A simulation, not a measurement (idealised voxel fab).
Process module heading - voxel gate over fins
The figure presents cross-section cut, which has a width of 235 nm and is divided into square cells with an edge length of 5 nm.
Notation: cross-section as square-cell grid; stated in bands, top first, going down; one or more cell rows per band. The entry gives the band's vertical extent as a top height and a bottom height in nm, then its horizontal make-up as materials from left to right, each with a width in nm. "blank" stands for empty space; a single material marked "everywhere" fills the band edge to edge. Beneath 0, the wafer as received is one material, and that level is where height counting begins. The lowest band goes on downward without a bottom; it is written like "0..down". The two numbers in a width such as "30 to 40" mark its ends across the band: the first belongs to the top row of cells, the second to the bottom row, and from each row to the next the width moves by the same amount. What does "all unchanged" mean for a step? It means no cell of the cross-section changed in that step. The label "Trapped void list" introduces a list of the empty spaces, 8 cells or larger, that have no open way up to the top; each entry in it reads width x height at distance, where the distance is taken from the left edge and all three are stated in nm. That trailing text on a step's line, after the settings, is the simulator's own remark on the step. overlay nm: right-of-plan distance of the mask on a masked step; negative values mean left-of-plan.

### Steps in the process plan
| 1 | RECEIVE with material Si |
| 2 | CONFORMAL_DEP with material SiN, thk nm 5 |
| 3 | MASKED_ETCH with tone cover, mask id FINS, width nm 15, pitch nm 55, etch materials SiN, depth nm 5, overlay nm 0 |
| 4 | MASKED_ETCH with tone cover, mask id FINS, width nm 15, pitch nm 55, etch materials Si, depth nm 40, overlay nm 0 |
| 5 | OXIDIZE with depth nm 5 |
| 6 | FILL_DEP with material SiO2, thk nm 10 |
| 7 | CMP with height nm 5 |
| 8 | PATTERN with tone open, mask id RAIL, material resist, width nm 15, thk nm 20, overlay nm 0 |
| 9 | DIRECTIONAL_ETCH with etch materials SiO2, depth nm 40 |
| 10 | STRIP with etch materials resist |
| 11 | CONFORMAL_DEP with material TiN, thk nm 5 |
| 12 | FILL_DEP with material Ru, thk nm 5 |
| 13 | CMP with height nm 5 |
| 14 | SELECTIVE_ETCH with etch materials W Ru TiN, depth nm 25 |
| 15 | FILL_DEP with material SiO2, thk nm 5 |
| 16 | CMP with height nm 5 |
| 17 | SELECTIVE_ETCH with etch materials SiO2, depth nm 15 |
| 18 | STRIP with etch materials SiN |
| 19 | CONFORMAL_DEP with material HfO2, thk nm 5 |
| 20 | CONFORMAL_DEP with material TiN, thk nm 5 |
| 21 | CONFORMAL_DEP with material TiAl, thk nm 5 |
| 22 | CONFORMAL_DEP with material TiN, thk nm 5 |
| 23 | FILL_DEP with material W, thk nm 15 |
| 24 | CMP with height nm 30 |
| 25 | CONFORMAL_DEP with material SiN, thk nm 5 |

### As-received state of the wafer in cross-section, equivalent to post-step 1
	0..down  Si everywhere
	Trapped void list: none

### Cross-section, first of two wafers, end of module, run as planned
	35..30  SiN everywhere
	30..20  W everywhere
	20..15  W (65)  TiN (45)  W (10)  TiN (45)  W (70)
	15..10  W (65)  TiN (5)  TiAl (35)  TiN (5)  W (10)  TiN (5)  TiAl (35)  TiN (5)  W (70)
	10..5  TiN (70)  TiAl (5)  TiN (25)  TiAl (5)  TiN (20)  TiAl (5)  TiN (25)  TiAl (5)  TiN (75)
	5..0  TiAl (75)  TiN (5)  HfO2 (15)  TiN (5)  TiAl (30)  TiN (5)  HfO2 (15)  TiN (5)  TiAl (80)
	0..-5  TiN (80)  HfO2 (5)  Si (5)  HfO2 (5)  TiN (40)  HfO2 (5)  Si (5)  HfO2 (5)  TiN (85)
	-5..-10  HfO2 (85)  Si (5)  HfO2 (50)  Si (5)  HfO2 (90)
	-10..-20  SiO2 (85)  Si (5)  SiO2 (50)  Si (5)  SiO2 (90)
	-20..-30  SiO2 (85)  Si (5)  SiO2 (15)  TiN (5)  Ru (5)  TiN (5)  SiO2 (20)  Si (5)  SiO2 (90)
	-30..-35  SiO2 (85)  Si (5)  SiO2 (15)  TiN (15)  SiO2 (20)  Si (5)  SiO2 (90)
	-35..-45  SiO2 (85)  Si (5)  SiO2 (50)  Si (5)  SiO2 (90)
	-45..down  Si everywhere
	Trapped void list: none

### Wafer two, sectioned after the module: the first wafer's start, the first wafer's plan, and one mistake in how it was run
	35..30  SiN everywhere
	30..15  W everywhere
	15..10  W (70)  TiN (35)  W (20)  TiN (35)  W (75)
	10..5  W (70)  TiN (5)  TiAl (25)  TiN (5)  W (20)  TiN (5)  TiAl (25)  TiN (5)  W (75)
	5..0  TiN (75)  TiAl (5)  TiN (15)  TiAl (5)  TiN (30)  TiAl (5)  TiN (15)  TiAl (5)  TiN (80)
	0..-5  TiAl (80)  TiN (5)  Si (5)  TiN (5)  TiAl (40)  TiN (5)  Si (5)  TiN (5)  TiAl (85)
	-5..-10  TiN (85)  Si (5)  TiN (50)  Si (5)  TiN (90)
	-10..-20  SiO2 (85)  Si (5)  SiO2 (50)  Si (5)  SiO2 (90)
	-20..-30  SiO2 (85)  Si (5)  SiO2 (15)  TiN (5)  Ru (5)  TiN (5)  SiO2 (20)  Si (5)  SiO2 (90)
	-30..-35  SiO2 (85)  Si (5)  SiO2 (15)  TiN (15)  SiO2 (20)  Si (5)  SiO2 (90)
	-35..-45  SiO2 (85)  Si (5)  SiO2 (50)  Si (5)  SiO2 (90)
	-45..down  Si everywhere
	Trapped void list: none
Finding, execution versus plan: skipped: plan step 19 (never run)
In the final state, the cell counts of the second wafer exceed or fall short of those of the first for the following materials: -55 HfO2 | +55 W
